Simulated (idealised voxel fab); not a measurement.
The process module presented herein is designated voxel air gaps.
Section shown: cut. Width: 205 nm. Cell size: 5 nm, square.
Cross-section spec: square-cell grid; bands listed top down; each band is one or more rows.
What a band's entry tells you: where the top is and where the bottom is, as heights in nm, and after that what lies inside, material by material from left to right, each with its width in nm. Empty space is written as the word "blank", and a single material marked with the word "everywhere" occupies the band from edge to edge.
Heights from 0 (as-received wafer is one material below). Bottom band endless downward, as "0 and below".
A width such as "30 to 40" changes by the same amount from each row of cells to the next, from the band's top row to its bottom row.
The designation "everything unchanged", where it is given for a processing step, indicates that no cell of the cross-section was altered in the course of that step.
Sealed-off cavities: empty space of 8 cells or more with no open way to the top, each as width x height at its distance from the left edge, in nm
Text after the settings on a step's line: the simulator's own remark on that step.
overlay nm, on a step with a mask: how far to the right of its planned place the mask lay; to the left if negative

These are the steps we planned for the process:
- 1: RECEIVE (material Si)
- 2: CONFORMAL_DEP (material SiO2; thk nm 10)
- 3: CONFORMAL_DEP (material SiN; thk nm 5)
- 4: DIRECTIONAL_DEP (material SiO2; thk nm 35)
- 5: PATTERN (tone open; mask id LINES; material resist; width nm 25; pitch nm 55; thk nm 20; overlay nm 0)
- 6: DIRECTIONAL_ETCH (etch materials SiO2; depth nm 35)
- 7: STRIP (etch materials resist)
- 8: CONFORMAL_DEP (material TiN; thk nm 5)
- 9: FILL_DEP (material Ru; thk nm 5)
- 10: CMP (height nm 50)
- 11: EPI (material Ru; thk nm 10)
- 12: SELECTIVE_ETCH (etch materials SiO2; depth nm 45)
- 13: CONFORMAL_DEP (material SiCN; thk nm 5)

The following pertains to the first of two wafers, which was processed as planned:

As-received wafer cross-section (after step 1):
    0 and below = Si everywhere
    Sealed-off cavities: none

Wafer section view after processing step 2:
    10 down to 0 = SiO2 everywhere
    At heights below 0, the structure remains unaltered.

Wafer section view after processing step 3:
    15 down to 10 = SiN everywhere
    At heights below 10, the structure remains unaltered.

Wafer section view after processing step 4:
    50 down to 15 = SiO2 everywhere
    At heights below 15, the structure remains unaltered.

Wafer section view after processing step 5:
    70 down to 50 = resist: 35 | blank: 25 | resist: 30 | blank: 25 | resist: 30 | blank: 25 | resist: 35
    At heights below 50, the structure remains unaltered.

Wafer section view after processing step 6:
    70 down to 50 = resist: 35 | blank: 25 | resist: 30 | blank: 25 | resist: 30 | blank: 25 | resist: 35
    50 down to 15 = SiO2: 35 | blank: 25 | SiO2: 30 | blank: 25 | SiO2: 30 | blank: 25 | SiO2: 35
    At heights below 15, the structure remains unaltered.

Wafer section view after processing step 7:
    50 down to 15 = SiO2: 35 | blank: 25 | SiO2: 30 | blank: 25 | SiO2: 30 | blank: 25 | SiO2: 35
    At heights below 15, the structure remains unaltered.

Wafer section view after processing step 8:
    55 down to 50 = TiN: 40 | blank: 15 | TiN: 40 | blank: 15 | TiN: 40 | blank: 15 | TiN: 40
    50 down to 20 = SiO2: 35 | TiN: 5 | blank: 15 | TiN: 5 | SiO2: 30 | TiN: 5 | blank: 15 | TiN: 5 | SiO2: 30 | TiN: 5 | blank: 15 | TiN: 5 | SiO2: 35
    20 down to 15 = SiO2: 35 | TiN: 25 | SiO2: 30 | TiN: 25 | SiO2: 30 | TiN: 25 | SiO2: 35
    At heights below 15, the structure remains unaltered.

Wafer section view after processing step 9:
    60 down to 55 = Ru everywhere
    55 down to 50 = TiN: 40 | Ru: 15 | TiN: 40 | Ru: 15 | TiN: 40 | Ru: 15 | TiN: 40
    50 down to 20 = SiO2: 35 | TiN: 5 | Ru: 15 | TiN: 5 | SiO2: 30 | TiN: 5 | Ru: 15 | TiN: 5 | SiO2: 30 | TiN: 5 | Ru: 15 | TiN: 5 | SiO2: 35
    At heights below 20, the structure remains unaltered.

Wafer section view after processing step 10:
    50 down to 20 = SiO2: 35 | TiN: 5 | Ru: 15 | TiN: 5 | SiO2: 30 | TiN: 5 | Ru: 15 | TiN: 5 | SiO2: 30 | TiN: 5 | Ru: 15 | TiN: 5 | SiO2: 35
    At heights below 20, the structure remains unaltered.

Wafer section view after processing step 11:
    60 down to 50 = blank: 25 | Ru: 45 | blank: 10 | Ru: 45 | blank: 10 | Ru: 45 | blank: 25
    At heights below 50, the structure remains unaltered.

Wafer section view after processing step 12:
    60 down to 50 = blank: 25 | Ru: 45 | blank: 10 | Ru: 45 | blank: 10 | Ru: 45 | blank: 25
    50 down to 20 = blank: 35 | TiN: 5 | Ru: 15 | TiN: 5 | blank: 30 | TiN: 5 | Ru: 15 | TiN: 5 | blank: 30 | TiN: 5 | Ru: 15 | TiN: 5 | blank: 35
    20 down to 15 = blank: 35 | TiN: 25 | blank: 30 | TiN: 25 | blank: 30 | TiN: 25 | blank: 35
    At heights below 15, the structure remains unaltered.

Wafer section view after processing step 13:
    65 down to 60 = blank: 20 | SiCN: 165 | blank: 20
    60 down to 50 = blank: 20 | SiCN: 5 | Ru: 45 | SiCN: 10 | Ru: 45 | SiCN: 10 | Ru: 45 | SiCN: 5 | blank: 20
    50 down to 45 = blank: 20 | SiCN: 15 | TiN: 5 | Ru: 15 | TiN: 5 | SiCN: 30 | TiN: 5 | Ru: 15 | TiN: 5 | SiCN: 30 | TiN: 5 | Ru: 15 | TiN: 5 | SiCN: 15 | blank: 20
    45 down to 20 = blank: 30 | SiCN: 5 | TiN: 5 | Ru: 15 | TiN: 5 | SiCN: 5 | blank: 20 | SiCN: 5 | TiN: 5 | Ru: 15 | TiN: 5 | SiCN: 5 | blank: 20 | SiCN: 5 | TiN: 5 | Ru: 15 | TiN: 5 | SiCN: 5 | blank: 30
    20 down to 15 = SiCN: 35 | TiN: 25 | SiCN: 30 | TiN: 25 | SiCN: 30 | TiN: 25 | SiCN: 35
    At heights below 15, the structure remains unaltered.
    Sealed-off cavities: 20 x 25 at 65; 20 x 25 at 120

Okay, second wafer. Nothing different at the start, nothing different in the plan, just one mistake somewhere in the running. As far as step 4, counting that step, it's the first wafer all over again:

Second wafer, cut view, end of step 5 per plan:
    70 down to 50 = resist: 45 | blank: 25 | resist: 30 | blank: 25 | resist: 30 | blank: 25 | resist: 25
    At heights below 50, the structure remains unaltered.

Second wafer, cut view, end of step 6 per plan:
    70 down to 50 = resist: 45 | blank: 25 | resist: 30 | blank: 25 | resist: 30 | blank: 25 | resist: 25
    50 down to 15 = SiO2: 45 | blank: 25 | SiO2: 30 | blank: 25 | SiO2: 30 | blank: 25 | SiO2: 25
    At heights below 15, the structure remains unaltered.

Second wafer, cut view, end of step 7 per plan:
    50 down to 15 = SiO2: 45 | blank: 25 | SiO2: 30 | blank: 25 | SiO2: 30 | blank: 25 | SiO2: 25
    At heights below 15, the structure remains unaltered.

Second wafer, cut view, end of step 8 per plan:
    55 down to 50 = TiN: 50 | blank: 15 | TiN: 40 | blank: 15 | TiN: 40 | blank: 15 | TiN: 30
    50 down to 20 = SiO2: 45 | TiN: 5 | blank: 15 | TiN: 5 | SiO2: 30 | TiN: 5 | blank: 15 | TiN: 5 | SiO2: 30 | TiN: 5 | blank: 15 | TiN: 5 | SiO2: 25
    20 down to 15 = SiO2: 45 | TiN: 25 | SiO2: 30 | TiN: 25 | SiO2: 30 | TiN: 25 | SiO2: 25
    At heights below 15, the structure remains unaltered.

Second wafer, cut view, end of step 9 per plan:
    60 down to 55 = Ru everywhere
    55 down to 50 = TiN: 50 | Ru: 15 | TiN: 40 | Ru: 15 | TiN: 40 | Ru: 15 | TiN: 30
    50 down to 20 = SiO2: 45 | TiN: 5 | Ru: 15 | TiN: 5 | SiO2: 30 | TiN: 5 | Ru: 15 | TiN: 5 | SiO2: 30 | TiN: 5 | Ru: 15 | TiN: 5 | SiO2: 25
    At heights below 20, the structure remains unaltered.

Second wafer, cut view, end of step 10 per plan:
    50 down to 20 = SiO2: 45 | TiN: 5 | Ru: 15 | TiN: 5 | SiO2: 30 | TiN: 5 | Ru: 15 | TiN: 5 | SiO2: 30 | TiN: 5 | Ru: 15 | TiN: 5 | SiO2: 25
    At heights below 20, the structure remains unaltered.

Second wafer, cut view, end of step 11 per plan:
    60 down to 50 = blank: 35 | Ru: 45 | blank: 10 | Ru: 45 | blank: 10 | Ru: 45 | blank: 15
    At heights below 50, the structure remains unaltered.

Second wafer, cut view, end of step 12 per plan:
    60 down to 50 = blank: 35 | Ru: 45 | blank: 10 | Ru: 45 | blank: 10 | Ru: 45 | blank: 15
    50 down to 20 = blank: 45 | TiN: 5 | Ru: 15 | TiN: 5 | blank: 30 | TiN: 5 | Ru: 15 | TiN: 5 | blank: 30 | TiN: 5 | Ru: 15 | TiN: 5 | blank: 25
    20 down to 15 = blank: 45 | TiN: 25 | blank: 30 | TiN: 25 | blank: 30 | TiN: 25 | blank: 25
    At heights below 15, the structure remains unaltered.

Second wafer, cut view, end of step 13 per plan:
    65 down to 60 = blank: 30 | SiCN: 165 | blank: 10
    60 down to 50 = blank: 30 | SiCN: 5 | Ru: 45 | SiCN: 10 | Ru: 45 | SiCN: 10 | Ru: 45 | SiCN: 5 | blank: 10
    50 down to 45 = blank: 30 | SiCN: 15 | TiN: 5 | Ru: 15 | TiN: 5 | SiCN: 30 | TiN: 5 | Ru: 15 | TiN: 5 | SiCN: 30 | TiN: 5 | Ru: 15 | TiN: 5 | SiCN: 15 | blank: 10
    45 down to 20 = blank: 40 | SiCN: 5 | TiN: 5 | Ru: 15 | TiN: 5 | SiCN: 5 | blank: 20 | SiCN: 5 | TiN: 5 | Ru: 15 | TiN: 5 | SiCN: 5 | blank: 20 | SiCN: 5 | TiN: 5 | Ru: 15 | TiN: 5 | SiCN: 5 | blank: 20
    20 down to 15 = SiCN: 45 | TiN: 25 | SiCN: 30 | TiN: 25 | SiCN: 30 | TiN: 25 | SiCN: 25
    At heights below 15, the structure remains unaltered.
    Sealed-off cavities: 20 x 25 at 75; 20 x 25 at 130
Want to know what went wrong? off-plan run, step 5, actual operation and settings PATTERN (tone open; mask id LINES; material resist; width nm 25; pitch nm 55; thk nm 20; overlay nm 10)
Comparing end states, the material composition by cell count is preserved from the first wafer to the second, while the locations of the cells are not.
